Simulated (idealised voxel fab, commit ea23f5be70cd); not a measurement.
process module | voxel transistor to metal
Section shown: cut. Width: 290 nm. Cell size: 5 nm, square.
Notation: cross-section as square-cell grid; stated in bands, top first, going down; one or more cell rows per band. Band: top and bottom heights (nm) first, top before bottom; then materials from left to right, widths in nm. "everywhere" marks a sole material filling the band edge to edge. "blank" denotes empty space. Heights are expressed relative to 0, this being the level below which the as-received wafer comprises one material exclusively. The lowest band is unbounded in the downward direction and is denoted as in "0 nm and below". Quick explanation for "30->40": the width changes in equal steps down the rows of cells, from the first number in the band's top row to the second number in its bottom row. Where the words "nothing got changed" appear for a step, the cross-section shows no cell changed by that step; every cell remained as before. The list in "Enclosed internal voids" covers empty spaces of 8 cells or more that cannot reach the top through any open way, and it gives each as width x height at distance; the distance is from the left edge, and width, height and distance are in nm. Text after the settings on a step's line: the simulator's own remark on that step. "overlay nm", when on a step's line for a step with a mask, measures how far to the right of its planned place the mask lay; a negative measure means to the left. Guide to the pairs. Each holds a before and an after cross-section around one process step; the after cross-section is cut off at the lowest band that changed. Look under the pair for the step between them and its settings. Pairs can come from different runs of this module on the same starting wafer, so a pair follows on from the one above it only where its entry headed "Before the process" says it does.

**Before the process**
50 nm to 35 nm: 80 nm blank; 25 nm aC; 90 nm blank; 25 nm aC; 70 nm blank
35 nm to 25 nm: SiCN everywhere
25 nm to -5 nm: polySi everywhere
-5 nm to -10 nm: SiO2 everywhere
-10 nm to -40 nm: 40 nm SiO2; 95 nm Si; 20 nm SiO2; 95 nm Si; 40 nm SiO2
-40 nm and below: Si everywhere
Enclosed internal voids: none

**Post-Step Section View**
50 nm to 35 nm: 80 nm blank; 25 nm aC; 90 nm blank; 25 nm aC; 70 nm blank
35 nm to 25 nm: 80 nm blank; 25 nm SiCN; 90 nm blank; 25 nm SiCN; 70 nm blank
Everything below 25 is unchanged.
Enclosed internal voids: none
The step that takes the structure from the upper cross-section to the lower one is DIRECTIONAL_ETCH [etch materials SiCN] [depth nm 20]

Before the process: starting point is the after cross-section of the pair just above.

**Post-Step Section View**
50 nm to 35 nm: 80 nm blank; 25 nm aC; 90 nm blank; 25 nm aC; 70 nm blank
35 nm to 25 nm: 80 nm blank; 25 nm SiCN; 90 nm blank; 25 nm SiCN; 70 nm blank
25 nm to -5 nm: 80 nm blank; 25 nm polySi; 90 nm blank; 25 nm polySi; 70 nm blank
Everything below -5 is unchanged.
Enclosed internal voids: none
The step that takes the structure from the upper cross-section to the lower one is DIRECTIONAL_ETCH [etch materials polySi] [depth nm 40]

Before the process: starting point is the after cross-section of the pair just above.

**Post-Step Section View**
35 nm to 25 nm: 80 nm blank; 25 nm SiCN; 90 nm blank; 25 nm SiCN; 70 nm blank
Everything below 25 is unchanged.
Enclosed internal voids: none
The step that takes the structure from the upper cross-section to the lower one is STRIP [etch materials aC]

Before the process: starting point is the after cross-section of the pair just above.

**Post-Step Section View**
40 nm to 35 nm: 75 nm blank; 35 nm SiO2; 80 nm blank; 35 nm SiO2; 65 nm blank
35 nm to 25 nm: 75 nm blank; 5 nm SiO2; 25 nm SiCN; 5 nm SiO2; 80 nm blank; 5 nm SiO2; 25 nm SiCN; 5 nm SiO2; 65 nm blank
25 nm to 0 nm: 75 nm blank; 5 nm SiO2; 25 nm polySi; 5 nm SiO2; 80 nm blank; 5 nm SiO2; 25 nm polySi; 5 nm SiO2; 65 nm blank
0 nm to -5 nm: 80 nm SiO2; 25 nm polySi; 90 nm SiO2; 25 nm polySi; 70 nm SiO2
Everything below -5 is unchanged.
Enclosed internal voids: none
The step that takes the structure from the upper cross-section to the lower one is CONFORMAL_DEP [material SiO2] [thk nm 5]

Before the process: starting point is the after cross-section of the pair just above.

**Post-Step Section View**
35 nm to 25 nm: 75 nm blank; 5 nm SiO2; 25 nm SiCN; 5 nm SiO2; 80 nm blank; 5 nm SiO2; 25 nm SiCN; 5 nm SiO2; 65 nm blank
25 nm to -5 nm: 75 nm blank; 5 nm SiO2; 25 nm polySi; 5 nm SiO2; 80 nm blank; 5 nm SiO2; 25 nm polySi; 5 nm SiO2; 65 nm blank
Everything below -5 is unchanged.
Enclosed internal voids: none
The step that takes the structure from the upper cross-section to the lower one is DIRECTIONAL_ETCH [etch materials SiO2] [depth nm 5]

Before the process: starting point is the after cross-section of the pair just above.

**Post-Step Section View**
45 nm to 35 nm: 65 nm blank; 55 nm SiN; 60 nm blank; 55 nm SiN; 55 nm blank
35 nm to 25 nm: 65 nm blank; 10 nm SiN; 5 nm SiO2; 25 nm SiCN; 5 nm SiO2; 10 nm SiN; 60 nm blank; 10 nm SiN; 5 nm SiO2; 25 nm SiCN; 5 nm SiO2; 10 nm SiN; 55 nm blank
25 nm to 5 nm: 65 nm blank; 10 nm SiN; 5 nm SiO2; 25 nm polySi; 5 nm SiO2; 10 nm SiN; 60 nm blank; 10 nm SiN; 5 nm SiO2; 25 nm polySi; 5 nm SiO2; 10 nm SiN; 55 nm blank
5 nm to -5 nm: 75 nm SiN; 5 nm SiO2; 25 nm polySi; 5 nm SiO2; 80 nm SiN; 5 nm SiO2; 25 nm polySi; 5 nm SiO2; 65 nm SiN
Everything below -5 is unchanged.
Enclosed internal voids: none
The step that takes the structure from the upper cross-section to the lower one is CONFORMAL_DEP [material SiN] [thk nm 10]

Before the process: starting point is the after cross-section of the pair just above.

**Post-Step Section View**
35 nm to 25 nm: 65 nm blank; 10 nm SiN; 5 nm SiO2; 25 nm SiCN; 5 nm SiO2; 10 nm SiN; 60 nm blank; 10 nm SiN; 5 nm SiO2; 25 nm SiCN; 5 nm SiO2; 10 nm SiN; 55 nm blank
25 nm to -5 nm: 65 nm blank; 10 nm SiN; 5 nm SiO2; 25 nm polySi; 5 nm SiO2; 10 nm SiN; 60 nm blank; 10 nm SiN; 5 nm SiO2; 25 nm polySi; 5 nm SiO2; 10 nm SiN; 55 nm blank
Everything below -5 is unchanged.
Enclosed internal voids: none
The step that takes the structure from the upper cross-section to the lower one is DIRECTIONAL_ETCH [etch materials SiN] [depth nm 10]

Before the process: starting point is the after cross-section of the pair just above.

**Post-Step Section View**
35 nm to 30 nm: 65 nm blank; 10 nm SiN; 5 nm blank; 25 nm SiCN; 5 nm blank; 10 nm SiN; 60 nm blank; 10 nm SiN; 5 nm blank; 25 nm SiCN; 5 nm blank; 10 nm SiN; 55 nm blank
30 nm to 25 nm: 65 nm blank; 10 nm SiN; 5 nm SiO2; 25 nm SiCN; 5 nm SiO2; 10 nm SiN; 60 nm blank; 10 nm SiN; 5 nm SiO2; 25 nm SiCN; 5 nm SiO2; 10 nm SiN; 55 nm blank
25 nm to -5 nm: 65 nm blank; 10 nm SiN; 5 nm SiO2; 25 nm polySi; 5 nm SiO2; 10 nm SiN; 60 nm blank; 10 nm SiN; 5 nm SiO2; 25 nm polySi; 5 nm SiO2; 10 nm SiN; 55 nm blank
-5 nm to -10 nm: 65 nm blank; 55 nm SiO2; 60 nm blank; 55 nm SiO2; 55 nm blank
Everything below -10 is unchanged.
Enclosed internal voids: none
The step that takes the structure from the upper cross-section to the lower one is DIRECTIONAL_ETCH [etch materials SiO2] [depth nm 5]

Before the process: starting point is the after cross-section of the pair just above.

**Post-Step Section View**
35 nm to 30 nm: 65 nm blank; 10 nm SiN; 5 nm blank; 25 nm SiCN; 5 nm blank; 10 nm SiN; 60 nm blank; 10 nm SiN; 5 nm blank; 25 nm SiCN; 5 nm blank; 10 nm SiN; 55 nm blank
30 nm to 25 nm: 65 nm blank; 10 nm SiN; 5 nm SiO2; 25 nm SiCN; 5 nm SiO2; 10 nm SiN; 60 nm blank; 10 nm SiN; 5 nm SiO2; 25 nm SiCN; 5 nm SiO2; 10 nm SiN; 55 nm blank
25 nm to -5 nm: 65 nm blank; 10 nm SiN; 5 nm SiO2; 25 nm polySi; 5 nm SiO2; 10 nm SiN; 60 nm blank; 10 nm SiN; 5 nm SiO2; 25 nm polySi; 5 nm SiO2; 10 nm SiN; 55 nm blank
-5 nm to -10 nm: 65 nm blank; 55 nm SiO2; 60 nm blank; 55 nm SiO2; 55 nm blank
-10 nm to -25 nm: 40 nm SiO2; 25 nm blank; 55 nm Si; 15 nm blank; 20 nm SiO2; 25 nm blank; 55 nm Si; 15 nm blank; 40 nm SiO2
Everything below -25 is unchanged.
Enclosed internal voids: none
The step that takes the structure from the upper cross-section to the lower one is DIRECTIONAL_ETCH [etch materials Si] [depth nm 15]

Before the process: starting point is the after cross-section of the pair just above.

**Post-Step Section View**
35 nm to 30 nm: 65 nm blank; 10 nm SiN; 5 nm blank; 25 nm SiCN; 5 nm blank; 10 nm SiN; 60 nm blank; 10 nm SiN; 5 nm blank; 25 nm SiCN; 5 nm blank; 10 nm SiN; 55 nm blank
30 nm to 25 nm: 65 nm blank; 10 nm SiN; 5 nm SiO2; 25 nm SiCN; 5 nm SiO2; 10 nm SiN; 60 nm blank; 10 nm SiN; 5 nm SiO2; 25 nm SiCN; 5 nm SiO2; 10 nm SiN; 55 nm blank
25 nm to 10 nm: 65 nm blank; 10 nm SiN; 5 nm SiO2; 25 nm polySi; 5 nm SiO2; 10 nm SiN; 60 nm blank; 10 nm SiN; 5 nm SiO2; 25 nm polySi; 5 nm SiO2; 10 nm SiN; 55 nm blank
10 nm to -5 nm: 45 nm blank; 20 nm nSi; 10 nm SiN; 5 nm SiO2; 25 nm polySi; 5 nm SiO2; 10 nm SiN; 20 nm nSi; 20 nm blank; 20 nm nSi; 10 nm SiN; 5 nm SiO2; 25 nm polySi; 5 nm SiO2; 10 nm SiN; 20 nm nSi; 35 nm blank
-5 nm to -10 nm: 35 nm blank; 30 nm nSi; 55 nm SiO2; 20 nm nSi; 10 nm blank; 30 nm nSi; 55 nm SiO2; 20 nm nSi; 35 nm blank
-10 nm to -25 nm: 40 nm SiO2; 25 nm nSi; 55 nm Si; 15 nm nSi; 20 nm SiO2; 25 nm nSi; 55 nm Si; 15 nm nSi; 40 nm SiO2
Everything below -25 is unchanged.
Enclosed internal voids: none
The step that takes the structure from the upper cross-section to the lower one is EPI [material nSi] [thk nm 20]

Before the process: starting point is the after cross-section of the pair just above.

**Post-Step Section View**
45 nm to 35 nm: SiO2 everywhere
35 nm to 25 nm: 65 nm SiO2; 10 nm SiN; 5 nm SiO2; 25 nm SiCN; 5 nm SiO2; 10 nm SiN; 60 nm SiO2; 10 nm SiN; 5 nm SiO2; 25 nm SiCN; 5 nm SiO2; 10 nm SiN; 55 nm SiO2
25 nm to 10 nm: 65 nm SiO2; 10 nm SiN; 5 nm SiO2; 25 nm polySi; 5 nm SiO2; 10 nm SiN; 60 nm SiO2; 10 nm SiN; 5 nm SiO2; 25 nm polySi; 5 nm SiO2; 10 nm SiN; 55 nm SiO2
10 nm to -5 nm: 45 nm SiO2; 20 nm nSi; 10 nm SiN; 5 nm SiO2; 25 nm polySi; 5 nm SiO2; 10 nm SiN; 20 nm nSi; 20 nm SiO2; 20 nm nSi; 10 nm SiN; 5 nm SiO2; 25 nm polySi; 5 nm SiO2; 10 nm SiN; 20 nm nSi; 35 nm SiO2
-5 nm to -10 nm: 35 nm SiO2; 30 nm nSi; 55 nm SiO2; 20 nm nSi; 10 nm SiO2; 30 nm nSi; 55 nm SiO2; 20 nm nSi; 35 nm SiO2
Everything below -10 is unchanged.
Enclosed internal voids: none
The step that takes the structure from the upper cross-section to the lower one is FILL_DEP [material SiO2] [thk nm 10]

Before the process: starting point is the after cross-section of the pair just above.

**Post-Step Section View**
25 nm to 10 nm: 65 nm SiO2; 10 nm SiN; 5 nm SiO2; 25 nm polySi; 5 nm SiO2; 10 nm SiN; 60 nm SiO2; 10 nm SiN; 5 nm SiO2; 25 nm polySi; 5 nm SiO2; 10 nm SiN; 55 nm SiO2
Everything below 10 is unchanged.
Enclosed internal voids: none
The step that takes the structure from the upper cross-section to the lower one is CMP [height nm 25]

Before the process: starting point is the after cross-section of the pair just above.

**Post-Step Section View**
25 nm to 10 nm: 65 nm SiO2; 10 nm SiN; 5 nm SiO2; 25 nm blank; 5 nm SiO2; 10 nm SiN; 60 nm SiO2; 10 nm SiN; 5 nm SiO2; 25 nm blank; 5 nm SiO2; 10 nm SiN; 55 nm SiO2
10 nm to -5 nm: 45 nm SiO2; 20 nm nSi; 10 nm SiN; 5 nm SiO2; 25 nm blank; 5 nm SiO2; 10 nm SiN; 20 nm nSi; 20 nm SiO2; 20 nm nSi; 10 nm SiN; 5 nm SiO2; 25 nm blank; 5 nm SiO2; 10 nm SiN; 20 nm nSi; 35 nm SiO2
Everything below -5 is unchanged.
Enclosed internal voids: none
The step that takes the structure from the upper cross-section to the lower one is STRIP [etch materials polySi]

Before the process: starting point is the after cross-section of the pair just above.

**Post-Step Section View**
25 nm to 20 nm: 65 nm blank; 10 nm SiN; 35 nm blank; 10 nm SiN; 60 nm blank; 10 nm SiN; 35 nm blank; 10 nm SiN; 55 nm blank
20 nm to 10 nm: 65 nm SiO2; 10 nm SiN; 35 nm blank; 10 nm SiN; 60 nm SiO2; 10 nm SiN; 35 nm blank; 10 nm SiN; 55 nm SiO2
10 nm to -5 nm: 45 nm SiO2; 20 nm nSi; 10 nm SiN; 35 nm blank; 10 nm SiN; 20 nm nSi; 20 nm SiO2; 20 nm nSi; 10 nm SiN; 35 nm blank; 10 nm SiN; 20 nm nSi; 35 nm SiO2
-5 nm to -10 nm: 35 nm SiO2; 30 nm nSi; 10 nm SiO2; 35 nm blank; 10 nm SiO2; 20 nm nSi; 10 nm SiO2; 30 nm nSi; 10 nm SiO2; 35 nm blank; 10 nm SiO2; 20 nm nSi; 35 nm SiO2
Everything below -10 is unchanged.
Enclosed internal voids: none
The step that takes the structure from the upper cross-section to the lower one is SELECTIVE_ETCH [etch materials SiO2] [depth nm 5]

Before the process: starting point is the after cross-section of the pair just above.

**Post-Step Section View**
30 nm to 25 nm: 60 nm blank; 20 nm HfO2; 25 nm blank; 20 nm HfO2; 50 nm blank; 20 nm HfO2; 25 nm blank; 20 nm HfO2; 50 nm blank
25 nm to 20 nm: 65 nm HfO2; 10 nm SiN; 5 nm HfO2; 25 nm blank; 5 nm HfO2; 10 nm SiN; 60 nm HfO2; 10 nm SiN; 5 nm HfO2; 25 nm blank; 5 nm HfO2; 10 nm SiN; 55 nm HfO2
20 nm to 10 nm: 65 nm SiO2; 10 nm SiN; 5 nm HfO2; 25 nm blank; 5 nm HfO2; 10 nm SiN; 60 nm SiO2; 10 nm SiN; 5 nm HfO2; 25 nm blank; 5 nm HfO2; 10 nm SiN; 55 nm SiO2
10 nm to -5 nm: 45 nm SiO2; 20 nm nSi; 10 nm SiN; 5 nm HfO2; 25 nm blank; 5 nm HfO2; 10 nm SiN; 20 nm nSi; 20 nm SiO2; 20 nm nSi; 10 nm SiN; 5 nm HfO2; 25 nm blank; 5 nm HfO2; 10 nm SiN; 20 nm nSi; 35 nm SiO2
-5 nm to -10 nm: 35 nm SiO2; 30 nm nSi; 10 nm SiO2; 35 nm HfO2; 10 nm SiO2; 20 nm nSi; 10 nm SiO2; 30 nm nSi; 10 nm SiO2; 35 nm HfO2; 10 nm SiO2; 20 nm nSi; 35 nm SiO2
Everything below -10 is unchanged.
Enclosed internal voids: none
The step that takes the structure from the upper cross-section to the lower one is CONFORMAL_DEP [material HfO2] [thk nm 5]

Before the process: starting point is the after cross-section of the pair just above.

**Post-Step Section View**
35 nm to 30 nm: 55 nm blank; 30 nm TiN; 15 nm blank; 30 nm TiN; 40 nm blank; 30 nm TiN; 15 nm blank; 30 nm TiN; 45 nm blank
30 nm to 25 nm: 60 nm TiN; 20 nm HfO2; 5 nm TiN; 15 nm blank; 5 nm TiN; 20 nm HfO2; 50 nm TiN; 20 nm HfO2; 5 nm TiN; 15 nm blank; 5 nm TiN; 20 nm HfO2; 50 nm TiN
25 nm to 20 nm: 65 nm HfO2; 10 nm SiN; 5 nm HfO2; 5 nm TiN; 15 nm blank; 5 nm TiN; 5 nm HfO2; 10 nm SiN; 60 nm HfO2; 10 nm SiN; 5 nm HfO2; 5 nm TiN; 15 nm blank; 5 nm TiN; 5 nm HfO2; 10 nm SiN; 55 nm HfO2
20 nm to 10 nm: 65 nm SiO2; 10 nm SiN; 5 nm HfO2; 5 nm TiN; 15 nm blank; 5 nm TiN; 5 nm HfO2; 10 nm SiN; 60 nm SiO2; 10 nm SiN; 5 nm HfO2; 5 nm TiN; 15 nm blank; 5 nm TiN; 5 nm HfO2; 10 nm SiN; 55 nm SiO2
10 nm to 0 nm: 45 nm SiO2; 20 nm nSi; 10 nm SiN; 5 nm HfO2; 5 nm TiN; 15 nm blank; 5 nm TiN; 5 nm HfO2; 10 nm SiN; 20 nm nSi; 20 nm SiO2; 20 nm nSi; 10 nm SiN; 5 nm HfO2; 5 nm TiN; 15 nm blank; 5 nm TiN; 5 nm HfO2; 10 nm SiN; 20 nm nSi; 35 nm SiO2
0 nm to -5 nm: 45 nm SiO2; 20 nm nSi; 10 nm SiN; 5 nm HfO2; 25 nm TiN; 5 nm HfO2; 10 nm SiN; 20 nm nSi; 20 nm SiO2; 20 nm nSi; 10 nm SiN; 5 nm HfO2; 25 nm TiN; 5 nm HfO2; 10 nm SiN; 20 nm nSi; 35 nm SiO2
Everything below -5 is unchanged.
Enclosed internal voids: none
The step that takes the structure from the upper cross-section to the lower one is CONFORMAL_DEP [material TiN] [thk nm 5]

Before the process: starting point is the after cross-section of the pair just above.

**Post-Step Section View**
40 nm to 35 nm: W everywhere
35 nm to 30 nm: 55 nm W; 30 nm TiN; 15 nm W; 30 nm TiN; 40 nm W; 30 nm TiN; 15 nm W; 30 nm TiN; 45 nm W
30 nm to 25 nm: 60 nm TiN; 20 nm HfO2; 5 nm TiN; 15 nm W; 5 nm TiN; 20 nm HfO2; 50 nm TiN; 20 nm HfO2; 5 nm TiN; 15 nm W; 5 nm TiN; 20 nm HfO2; 50 nm TiN
25 nm to 20 nm: 65 nm HfO2; 10 nm SiN; 5 nm HfO2; 5 nm TiN; 15 nm W; 5 nm TiN; 5 nm HfO2; 10 nm SiN; 60 nm HfO2; 10 nm SiN; 5 nm HfO2; 5 nm TiN; 15 nm W; 5 nm TiN; 5 nm HfO2; 10 nm SiN; 55 nm HfO2
20 nm to 10 nm: 65 nm SiO2; 10 nm SiN; 5 nm HfO2; 5 nm TiN; 15 nm W; 5 nm TiN; 5 nm HfO2; 10 nm SiN; 60 nm SiO2; 10 nm SiN; 5 nm HfO2; 5 nm TiN; 15 nm W; 5 nm TiN; 5 nm HfO2; 10 nm SiN; 55 nm SiO2
10 nm to 0 nm: 45 nm SiO2; 20 nm nSi; 10 nm SiN; 5 nm HfO2; 5 nm TiN; 15 nm W; 5 nm TiN; 5 nm HfO2; 10 nm SiN; 20 nm nSi; 20 nm SiO2; 20 nm nSi; 10 nm SiN; 5 nm HfO2; 5 nm TiN; 15 nm W; 5 nm TiN; 5 nm HfO2; 10 nm SiN; 20 nm nSi; 35 nm SiO2
Everything below 0 is unchanged.
Enclosed internal voids: none
The step that takes the structure from the upper cross-section to the lower one is FILL_DEP [material W] [thk nm 5]

Before the process: starting point is the after cross-section of the pair just above.

**Post-Step Section View**
20 nm to 10 nm: 65 nm SiO2; 10 nm SiN; 5 nm HfO2; 5 nm TiN; 15 nm W; 5 nm TiN; 5 nm HfO2; 10 nm SiN; 60 nm SiO2; 10 nm SiN; 5 nm HfO2; 5 nm TiN; 15 nm W; 5 nm TiN; 5 nm HfO2; 10 nm SiN; 55 nm SiO2
Everything below 10 is unchanged.
Enclosed internal voids: none
The step that takes the structure from the upper cross-section to the lower one is CMP [height nm 20]

Before the process: starting point is the after cross-section of the pair just above.

**Post-Step Section View**
30 nm to 20 nm: SiO2 everywhere
Everything below 20 is unchanged.
Enclosed internal voids: none
The step that takes the structure from the upper cross-section to the lower one is DIRECTIONAL_DEP [material SiO2] [thk nm 10]

Before the process: starting point is the after cross-section of the pair just above.

**Post-Step Section View**
45 nm to 30 nm: 45 nm resist; 15 nm blank; 55 nm resist; 15 nm blank; 30 nm resist; 15 nm blank; 55 nm resist; 15 nm blank; 45 nm resist
Everything below 30 is unchanged.
Enclosed internal voids: none
The step that takes the structure from the upper cross-section to the lower one is PATTERN [tone open] [mask id CONTACT] [material resist] [width nm 15] [thk nm 15] [overlay nm 0]

Before the process: starting point is the after cross-section of the pair just above.

**Post-Step Section View**
45 nm to 30 nm: 45 nm resist; 15 nm blank; 55 nm resist; 15 nm blank; 30 nm resist; 15 nm blank; 55 nm resist; 15 nm blank; 45 nm resist
30 nm to 20 nm: 45 nm SiO2; 15 nm blank; 55 nm SiO2; 15 nm blank; 30 nm SiO2; 15 nm blank; 55 nm SiO2; 15 nm blank; 45 nm SiO2
20 nm to 10 nm: 45 nm SiO2; 15 nm blank; 5 nm SiO2; 10 nm SiN; 5 nm HfO2; 5 nm TiN; 15 nm W; 5 nm TiN; 5 nm HfO2; 10 nm SiN; 10 nm blank; 30 nm SiO2; 15 nm blank; 5 nm SiO2; 10 nm SiN; 5 nm HfO2; 5 nm TiN; 15 nm W; 5 nm TiN; 5 nm HfO2; 10 nm SiN; 10 nm blank; 45 nm SiO2
Everything below 10 is unchanged.
Enclosed internal voids: none
The step that takes the structure from the upper cross-section to the lower one is DIRECTIONAL_ETCH [etch materials SiO2] [depth nm 20]

Before the process: starting point is the after cross-section of the pair just above.

**Post-Step Section View**
30 nm to 20 nm: 45 nm SiO2; 15 nm blank; 55 nm SiO2; 15 nm blank; 30 nm SiO2; 15 nm blank; 55 nm SiO2; 15 nm blank; 45 nm SiO2
Everything below 20 is unchanged.
Enclosed internal voids: none
The step that takes the structure from the upper cross-section to the lower one is STRIP [etch materials resist]

Before the process: starting point is the after cross-section of the pair just above.

**Post-Step Section View**
35 nm to 30 nm: 50 nm TiN; 5 nm blank; 65 nm TiN; 5 nm blank; 40 nm TiN; 5 nm blank; 65 nm TiN; 5 nm blank; 50 nm TiN
30 nm to 25 nm: 45 nm SiO2; 5 nm TiN; 5 nm blank; 5 nm TiN; 55 nm SiO2; 5 nm TiN; 5 nm blank; 5 nm TiN; 30 nm SiO2; 5 nm TiN; 5 nm blank; 5 nm TiN; 55 nm SiO2; 5 nm TiN; 5 nm blank; 5 nm TiN; 45 nm SiO2
25 nm to 20 nm: 45 nm SiO2; 5 nm TiN; 5 nm blank; 5 nm TiN; 55 nm SiO2; 15 nm TiN; 30 nm SiO2; 5 nm TiN; 5 nm blank; 5 nm TiN; 55 nm SiO2; 15 nm TiN; 45 nm SiO2
20 nm to 15 nm: 45 nm SiO2; 5 nm TiN; 5 nm blank; 5 nm TiN; 5 nm SiO2; 10 nm SiN; 5 nm HfO2; 5 nm TiN; 15 nm W; 5 nm TiN; 5 nm HfO2; 10 nm SiN; 10 nm TiN; 30 nm SiO2; 5 nm TiN; 5 nm blank; 5 nm TiN; 5 nm SiO2; 10 nm SiN; 5 nm HfO2; 5 nm TiN; 15 nm W; 5 nm TiN; 5 nm HfO2; 10 nm SiN; 10 nm TiN; 45 nm SiO2
15 nm to 10 nm: 45 nm SiO2; 15 nm TiN; 5 nm SiO2; 10 nm SiN; 5 nm HfO2; 5 nm TiN; 15 nm W; 5 nm TiN; 5 nm HfO2; 10 nm SiN; 10 nm TiN; 30 nm SiO2; 15 nm TiN; 5 nm SiO2; 10 nm SiN; 5 nm HfO2; 5 nm TiN; 15 nm W; 5 nm TiN; 5 nm HfO2; 10 nm SiN; 10 nm TiN; 45 nm SiO2
Everything below 10 is unchanged.
Enclosed internal voids: none
The step that takes the structure from the upper cross-section to the lower one is CONFORMAL_DEP [material TiN] [thk nm 5]

Before the process: starting point is the after cross-section of the pair just above.

**Post-Step Section View**
40 nm to 35 nm: W everywhere
35 nm to 30 nm: 50 nm TiN; 5 nm W; 65 nm TiN; 5 nm W; 40 nm TiN; 5 nm W; 65 nm TiN; 5 nm W; 50 nm TiN
30 nm to 25 nm: 45 nm SiO2; 5 nm TiN; 5 nm W; 5 nm TiN; 55 nm SiO2; 5 nm TiN; 5 nm W; 5 nm TiN; 30 nm SiO2; 5 nm TiN; 5 nm W; 5 nm TiN; 55 nm SiO2; 5 nm TiN; 5 nm W; 5 nm TiN; 45 nm SiO2
25 nm to 20 nm: 45 nm SiO2; 5 nm TiN; 5 nm W; 5 nm TiN; 55 nm SiO2; 15 nm TiN; 30 nm SiO2; 5 nm TiN; 5 nm W; 5 nm TiN; 55 nm SiO2; 15 nm TiN; 45 nm SiO2
20 nm to 15 nm: 45 nm SiO2; 5 nm TiN; 5 nm W; 5 nm TiN; 5 nm SiO2; 10 nm SiN; 5 nm HfO2; 5 nm TiN; 15 nm W; 5 nm TiN; 5 nm HfO2; 10 nm SiN; 10 nm TiN; 30 nm SiO2; 5 nm TiN; 5 nm W; 5 nm TiN; 5 nm SiO2; 10 nm SiN; 5 nm HfO2; 5 nm TiN; 15 nm W; 5 nm TiN; 5 nm HfO2; 10 nm SiN; 10 nm TiN; 45 nm SiO2
Everything below 15 is unchanged.
Enclosed internal voids: none
The step that takes the structure from the upper cross-section to the lower one is FILL_DEP [material W] [thk nm 5]

Before the process: starting point is the after cross-section of the pair just above.

**Post-Step Section View**
30 nm to 25 nm: 45 nm SiO2; 5 nm TiN; 5 nm W; 5 nm TiN; 55 nm SiO2; 5 nm TiN; 5 nm W; 5 nm TiN; 30 nm SiO2; 5 nm TiN; 5 nm W; 5 nm TiN; 55 nm SiO2; 5 nm TiN; 5 nm W; 5 nm TiN; 45 nm SiO2
Everything below 25 is unchanged.
Enclosed internal voids: none
The step that takes the structure from the upper cross-section to the lower one is CMP [height nm 30]

Before the process: starting point is the after cross-section of the pair just above.

**Post-Step Section View**
35 nm to 30 nm: SiN everywhere
Everything below 30 is unchanged.
Enclosed internal voids: none
The step that takes the structure from the upper cross-section to the lower one is CONFORMAL_DEP [material SiN] [thk nm 5]

Before the process: starting point is the after cross-section of the pair just above.

**Post-Step Section View**
55 nm to 35 nm: lowk everywhere
Everything below 35 is unchanged.
Enclosed internal voids: none
The step that takes the structure from the upper cross-section to the lower one is DIRECTIONAL_DEP [material lowk] [thk nm 20]

Before the process: starting point is the after cross-section of the pair just above.

**Post-Step Section View**
55 nm to 35 nm: 45 nm lowk; 15 nm blank; 55 nm lowk; 15 nm blank; 30 nm lowk; 15 nm blank; 55 nm lowk; 15 nm blank; 45 nm lowk
Everything below 35 is unchanged.
Enclosed internal voids: none
The step that takes the structure from the upper cross-section to the lower one is MASKED_ETCH [tone open] [mask id METAL_1] [width nm 15] [etch materials lowk] [depth nm 20] [overlay nm 0]

Before the process: starting point is the after cross-section of the pair just above.

**Post-Step Section View**
55 nm to 35 nm: 45 nm lowk; 15 nm blank; 55 nm lowk; 15 nm blank; 30 nm lowk; 15 nm blank; 55 nm lowk; 15 nm blank; 45 nm lowk
35 nm to 30 nm: 45 nm SiN; 15 nm blank; 55 nm SiN; 15 nm blank; 30 nm SiN; 15 nm blank; 55 nm SiN; 15 nm blank; 45 nm SiN
Everything below 30 is unchanged.
Enclosed internal voids: none
The step that takes the structure from the upper cross-section to the lower one is MASKED_ETCH [tone open] [mask id METAL_1] [width nm 15] [etch materials SiN] [depth nm 5] [overlay nm 0]

Before the process: starting point is the after cross-section of the pair just above.

**Post-Step Section View**
60 nm to 55 nm: 50 nm TiN; 5 nm blank; 65 nm TiN; 5 nm blank; 40 nm TiN; 5 nm blank; 65 nm TiN; 5 nm blank; 50 nm TiN
55 nm to 35 nm: 45 nm lowk; 5 nm TiN; 5 nm blank; 5 nm TiN; 55 nm lowk; 5 nm TiN; 5 nm blank; 5 nm TiN; 30 nm lowk; 5 nm TiN; 5 nm blank; 5 nm TiN; 55 nm lowk; 5 nm TiN; 5 nm blank; 5 nm TiN; 45 nm lowk
35 nm to 30 nm: 45 nm SiN; 15 nm TiN; 55 nm SiN; 15 nm TiN; 30 nm SiN; 15 nm TiN; 55 nm SiN; 15 nm TiN; 45 nm SiN
Everything below 30 is unchanged.
Enclosed internal voids: none
The step that takes the structure from the upper cross-section to the lower one is CONFORMAL_DEP [material TiN] [thk nm 5]

Before the process: starting point is the after cross-section of the pair just above.

**Post-Step Section View**
70 nm to 60 nm: Ru everywhere
60 nm to 55 nm: 50 nm TiN; 5 nm Ru; 65 nm TiN; 5 nm Ru; 40 nm TiN; 5 nm Ru; 65 nm TiN; 5 nm Ru; 50 nm TiN
55 nm to 35 nm: 45 nm lowk; 5 nm TiN; 5 nm Ru; 5 nm TiN; 55 nm lowk; 5 nm TiN; 5 nm Ru; 5 nm TiN; 30 nm lowk; 5 nm TiN; 5 nm Ru; 5 nm TiN; 55 nm lowk; 5 nm TiN; 5 nm Ru; 5 nm TiN; 45 nm lowk
Everything below 35 is unchanged.
Enclosed internal voids: none
The step that takes the structure from the upper cross-section to the lower one is FILL_DEP [material Ru] [thk nm 10]

Before the process: starting point is the after cross-section of the pair just above.

**Post-Step Section View**
55 nm to 35 nm: 45 nm lowk; 5 nm TiN; 5 nm Ru; 5 nm TiN; 55 nm lowk; 5 nm TiN; 5 nm Ru; 5 nm TiN; 30 nm lowk; 5 nm TiN; 5 nm Ru; 5 nm TiN; 55 nm lowk; 5 nm TiN; 5 nm Ru; 5 nm TiN; 45 nm lowk
Everything below 35 is unchanged.
Enclosed internal voids: none
The step that takes the structure from the upper cross-section to the lower one is CMP [height nm 55]

Before the process: starting point is the after cross-section of the pair just above.

**Post-Step Section View**
60 nm to 55 nm: SiCN everywhere
Everything below 55 is unchanged.
Enclosed internal voids: none
The step that takes the structure from the upper cross-section to the lower one is CONFORMAL_DEP [material SiCN] [thk nm 5]

Before the process: starting point is the after cross-section of the pair just above.

**Post-Step Section View**
85 nm to 60 nm: lowk everywhere
Everything below 60 is unchanged.
Enclosed internal voids: none
The step that takes the structure from the upper cross-section to the lower one is DIRECTIONAL_DEP [material lowk] [thk nm 25]

Before the process: starting point is the after cross-section of the pair just above.

**Post-Step Section View**
100 nm to 85 nm: 45 nm resist; 15 nm blank; 100 nm resist; 15 nm blank; 115 nm resist
Everything below 85 is unchanged.
Enclosed internal voids: none
The step that takes the structure from the upper cross-section to the lower one is PATTERN [tone open] [mask id METAL_2] [material resist] [width nm 15] [pitch nm 115] [thk nm 15] [overlay nm 0]
